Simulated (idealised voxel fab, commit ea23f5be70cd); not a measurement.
Process module in this document: voxel released beams
The width of the displayed cross-section, cut, is 170 nm; its cells are square, with a size of 5 nm.
When this document writes out a cross-section, it uses a grid of square cells and lists it as bands, beginning at the top and moving down, with a band standing for one or more rows of cells. Quick guide to a band line: top height, bottom height (nm) up front; then every material left to right with its width in nm. Only one material and it's marked "all across"? Then it fills the band edge to edge. And "blank" just means empty space. Heights are measured from 0, the level below which the as-received wafer is all one material; the lowest band has no bottom and continues downward, written as in "0 down". With a width like "30 to 40", each row of cells in the band differs from the next by the same amount, the top row carrying the first number and the bottom row the second. Take "nothing was modified" at face value: in the step it is given for, the cross-section changed in none of its cells. Heads up: "Voids, sealed" only lists the empty pockets with no open path to the top that are 8 cells or more, and it writes them as width x height at distance, distance from the left edge, in nm. Where a step's line continues beyond its settings, the continuation is a remark by the simulator itself on that step. The "overlay nm" setting may appear on a step's line; for a step that uses a mask, it gives how far to the right of its planned position the mask lay, and a negative value indicates the left. Read the rest as pairs. Take the cross-section before one process step, then the cross-section after it, which shows only down to the lowest band that changed. Under the pair, find the step between them and its settings. Bear in mind that pairs may come from different runs of this module on the same starting wafer: link a pair to the pair above it only where its entry headed "Prior state" says to.

-- Prior state
- 0 down = Si all across
- Voids, sealed: none

-- Resulting Structure
- 10 to 0 = SiN all across
- Below 0, no change.
- Voids, sealed: none
Intermediate step for the cross-sections above: CONFORMAL_DEP,material SiN,thk nm 10

Prior state: look at the pair above, its after cross-section is where this step starts.

-- Resulting Structure
- 20 to 10 = SiO2 all across
- Below 10, no change.
- Voids, sealed: none
Intermediate step for the cross-sections above: DIRECTIONAL_DEP,material SiO2,thk nm 10

Prior state: look at the pair above, its after cross-section is where this step starts.

-- Resulting Structure
- 20 to 10 = SiO2 35 nm  blank 45 nm  SiO2 90 nm
- Below 10, no change.
- Voids, sealed: none
Intermediate step for the cross-sections above: MASKED_ETCH,tone open,mask id ANCHOR,width nm 45,etch materials SiO2,depth nm 10,overlay nm 0

Prior state: look at the pair above, its after cross-section is where this step starts.

-- Resulting Structure
- 35 to 25 = W 50 nm  blank 15 nm  W 105 nm
- 25 to 20 = W all across
- 20 to 10 = SiO2 35 nm  W 45 nm  SiO2 90 nm
- Below 10, no change.
- Voids, sealed: none
Intermediate step for the cross-sections above: CONFORMAL_DEP,material W,thk nm 15

Prior state: look at the pair above, its after cross-section is where this step starts.

-- Resulting Structure
- 35 to 25 = blank 30 nm  W 20 nm  blank 15 nm  W 70 nm  blank 35 nm
- 25 to 20 = blank 30 nm  W 105 nm  blank 35 nm
- Below 20, no change.
- Voids, sealed: none
Intermediate step for the cross-sections above: MASKED_ETCH,tone cover,mask id BEAM,width nm 105,etch materials W,depth nm 15,overlay nm 0

Prior state: look at the pair above, its after cross-section is where this step starts.

-- Resulting Structure
- 35 to 25 = blank 30 nm  W 20 nm  blank 15 nm  W 70 nm  blank 35 nm
- 25 to 20 = blank 30 nm  W 105 nm  blank 35 nm
- 20 to 10 = blank 35 nm  W 45 nm  blank 90 nm
- Below 10, no change.
- Voids, sealed: none
Intermediate step for the cross-sections above: STRIP,etch materials SiO2

-- Prior state
- 10 to 0 = SiN all across
- 0 down = Si all across
- Voids, sealed: none

-- Resulting Structure
- 25 to 10 = W all across
- Below 10, no change.
- Voids, sealed: none
Intermediate step for the cross-sections above: CONFORMAL_DEP,material W,thk nm 15

Prior state: look at the pair above, its after cross-section is where this step starts.

-- Resulting Structure
- 25 to 10 = blank 30 nm  W 105 nm  blank 35 nm
- Below 10, no change.
- Voids, sealed: none
Intermediate step for the cross-sections above: MASKED_ETCH,tone cover,mask id BEAM,width nm 105,etch materials W,depth nm 15,overlay nm 0

-- Prior state
- 35 to 25 = W 50 nm  blank 15 nm  W 105 nm
- 25 to 20 = W all across
- 20 to 10 = SiO2 35 nm  W 45 nm  SiO2 90 nm
- 10 to 0 = SiN all across
- 0 down = Si all across
- Voids, sealed: none

-- Resulting Structure
- 50 to 20 = W all across
- Below 20, no change.
- Voids, sealed: none
Intermediate step for the cross-sections above: CONFORMAL_DEP,material W,thk nm 15

Prior state: look at the pair above, its after cross-section is where this step starts.

-- Resulting Structure
- 50 to 35 = blank 30 nm  W 105 nm  blank 35 nm
- Below 35, no change.
- Voids, sealed: none
Intermediate step for the cross-sections above: MASKED_ETCH,tone cover,mask id BEAM,width nm 105,etch materials W,depth nm 15,overlay nm 0

-- Prior state
- 0 down = Si all across
- Voids, sealed: none

-- Resulting Structure
- 10 to 0 = SiO2 all across
- Below 0, no change.
- Voids, sealed: none
Intermediate step for the cross-sections above: DIRECTIONAL_DEP,material SiO2,thk nm 10

Prior state: look at the pair above, its after cross-section is where this step starts.

-- Resulting Structure
- 20 to 10 = SiN all across
- Below 10, no change.
- Voids, sealed: none
Intermediate step for the cross-sections above: CONFORMAL_DEP,material SiN,thk nm 10

Prior state: look at the pair above, its after cross-section is where this step starts.

-- Resulting Structure
- 35 to 20 = W all across
- Below 20, no change.
- Voids, sealed: none
Intermediate step for the cross-sections above: CONFORMAL_DEP,material W,thk nm 15

Prior state: look at the pair above, its after cross-section is where this step starts.

-- Resulting Structure
- 35 to 20 = blank 30 nm  W 105 nm  blank 35 nm
- Below 20, no change.
- Voids, sealed: none
Intermediate step for the cross-sections above: MASKED_ETCH,tone cover,mask id BEAM,width nm 105,etch materials W,depth nm 15,overlay nm 0

-- Prior state
- 10 to 0 = SiN all across
- 0 down = Si all across
- Voids, sealed: none

-- Resulting Structure
- 15 to 10 = SiO2 all across
- Below 10, no change.
- Voids, sealed: none
Intermediate step for the cross-sections above: DIRECTIONAL_DEP,material SiO2,thk nm 5

Prior state: look at the pair above, its after cross-section is where this step starts.

-- Resulting Structure
- 15 to 10 = SiO2 35 nm  blank 45 nm  SiO2 90 nm
- Below 10, no change.
- Voids, sealed: none
Intermediate step for the cross-sections above: MASKED_ETCH,tone open,mask id ANCHOR,width nm 45,etch materials SiO2,depth nm 10,overlay nm 0

Prior state: look at the pair above, its after cross-section is where this step starts.

-- Resulting Structure
- 30 to 25 = W 50 nm  blank 15 nm  W 105 nm
- 25 to 15 = W all across
- 15 to 10 = SiO2 35 nm  W 45 nm  SiO2 90 nm
- Below 10, no change.
- Voids, sealed: none
Intermediate step for the cross-sections above: CONFORMAL_DEP,material W,thk nm 15

Prior state: look at the pair above, its after cross-section is where this step starts.

-- Resulting Structure
- 30 to 25 = blank 30 nm  W 20 nm  blank 15 nm  W 70 nm  blank 35 nm
- 25 to 15 = blank 30 nm  W 105 nm  blank 35 nm
- Below 15, no change.
- Voids, sealed: none
Intermediate step for the cross-sections above: MASKED_ETCH,tone cover,mask id BEAM,width nm 105,etch materials W,depth nm 15,overlay nm 0

Prior state: look at the pair above, its after cross-section is where this step starts.

-- Resulting Structure
- 30 to 25 = blank 30 nm  W 20 nm  blank 15 nm  W 70 nm  blank 35 nm
- 25 to 15 = blank 30 nm  W 105 nm  blank 35 nm
- 15 to 10 = blank 35 nm  W 45 nm  blank 90 nm
- Below 10, no change.
- Voids, sealed: none
Intermediate step for the cross-sections above: STRIP,etch materials SiO2

-- Prior state
- 35 to 25 = W 50 nm  blank 15 nm  W 105 nm
- 25 to 20 = W all across
- 20 to 10 = SiO2 35 nm  W 45 nm  SiO2 90 nm
- 10 to 0 = SiN all across
- 0 down = Si all across
- Voids, sealed: none

-- Resulting Structure
- 35 to 25 = blank 35 nm  W 15 nm  blank 15 nm  W 65 nm  blank 40 nm
- 25 to 20 = blank 35 nm  W 95 nm  blank 40 nm
- Below 20, no change.
- Voids, sealed: none
Intermediate step for the cross-sections above: MASKED_ETCH,tone cover,mask id BEAM,width nm 95,etch materials W,depth nm 15,overlay nm 0

Prior state: look at the pair above, its after cross-section is where this step starts.

-- Resulting Structure
- 35 to 25 = blank 35 nm  W 15 nm  blank 15 nm  W 65 nm  blank 40 nm
- 25 to 20 = blank 35 nm  W 95 nm  blank 40 nm
- 20 to 10 = blank 35 nm  W 45 nm  blank 90 nm
- Below 10, no change.
- Voids, sealed: none
Intermediate step for the cross-sections above: STRIP,etch materials SiO2

-- Prior state
- 35 to 25 = W 50 nm  blank 15 nm  W 105 nm
- 25 to 20 = W all across
- 20 to 10 = SiO2 35 nm  W 45 nm  SiO2 90 nm
- 10 to 0 = SiN all across
- 0 down = Si all across
- Voids, sealed: none

-- Resulting Structure
- 35 to 25 = blank 25 nm  W 25 nm  blank 15 nm  W 65 nm  blank 40 nm
- 25 to 20 = blank 25 nm  W 105 nm  blank 40 nm
- Below 20, no change.
- Voids, sealed: none
Intermediate step for the cross-sections above: MASKED_ETCH,tone cover,mask id BEAM,width nm 105,etch materials W,depth nm 15,overlay nm -5

Prior state: look at the pair above, its after cross-section is where this step starts.

-- Resulting Structure
- 35 to 25 = blank 25 nm  W 25 nm  blank 15 nm  W 65 nm  blank 40 nm
- 25 to 20 = blank 25 nm  W 105 nm  blank 40 nm
- 20 to 10 = blank 35 nm  W 45 nm  blank 90 nm
- Below 10, no change.
- Voids, sealed: none
Intermediate step for the cross-sections above: STRIP,etch materials SiO2

-- Prior state
- 20 to 10 = SiO2 35 nm  blank 45 nm  SiO2 90 nm
- 10 to 0 = SiN all across
- 0 down = Si all across
- Voids, sealed: none

-- Resulting Structure
- 35 to 25 = SiN 50 nm  blank 15 nm  SiN 105 nm
- 25 to 20 = SiN all across
- 20 to 10 = SiO2 35 nm  SiN 45 nm  SiO2 90 nm
- Below 10, no change.
- Voids, sealed: none
Intermediate step for the cross-sections above: CONFORMAL_DEP,material SiN,thk nm 15

-- Prior state
- 20 to 10 = SiO2 all across
- 10 to 0 = SiN all across
- 0 down = Si all across
- Voids, sealed: none

-- Resulting Structure
- 20 to 10 = blank 35 nm  SiO2 45 nm  blank 90 nm
- Below 10, no change.
- Voids, sealed: none
Intermediate step for the cross-sections above: MASKED_ETCH,tone cover,mask id ANCHOR,width nm 45,etch materials SiO2,depth nm 10,overlay nm 0

Prior state: look at the pair above, its after cross-section is where this step starts.

-- Resulting Structure
- 35 to 25 = blank 20 nm  W 75 nm  blank 75 nm
- 25 to 20 = W all across
- 20 to 10 = W 35 nm  SiO2 45 nm  W 90 nm
- Below 10, no change.
- Voids, sealed: none
Intermediate step for the cross-sections above: CONFORMAL_DEP,material W,thk nm 15

Prior state: look at the pair above, its after cross-section is where this step starts.

-- Resulting Structure
- 35 to 25 = blank 30 nm  W 65 nm  blank 75 nm
- 25 to 20 = blank 30 nm  W 105 nm  blank 35 nm
- 20 to 10 = blank 20 nm  W 15 nm  SiO2 45 nm  W 55 nm  blank 35 nm
- Below 10, no change.
- Voids, sealed: none
Intermediate step for the cross-sections above: MASKED_ETCH,tone cover,mask id BEAM,width nm 105,etch materials W,depth nm 15,overlay nm 0
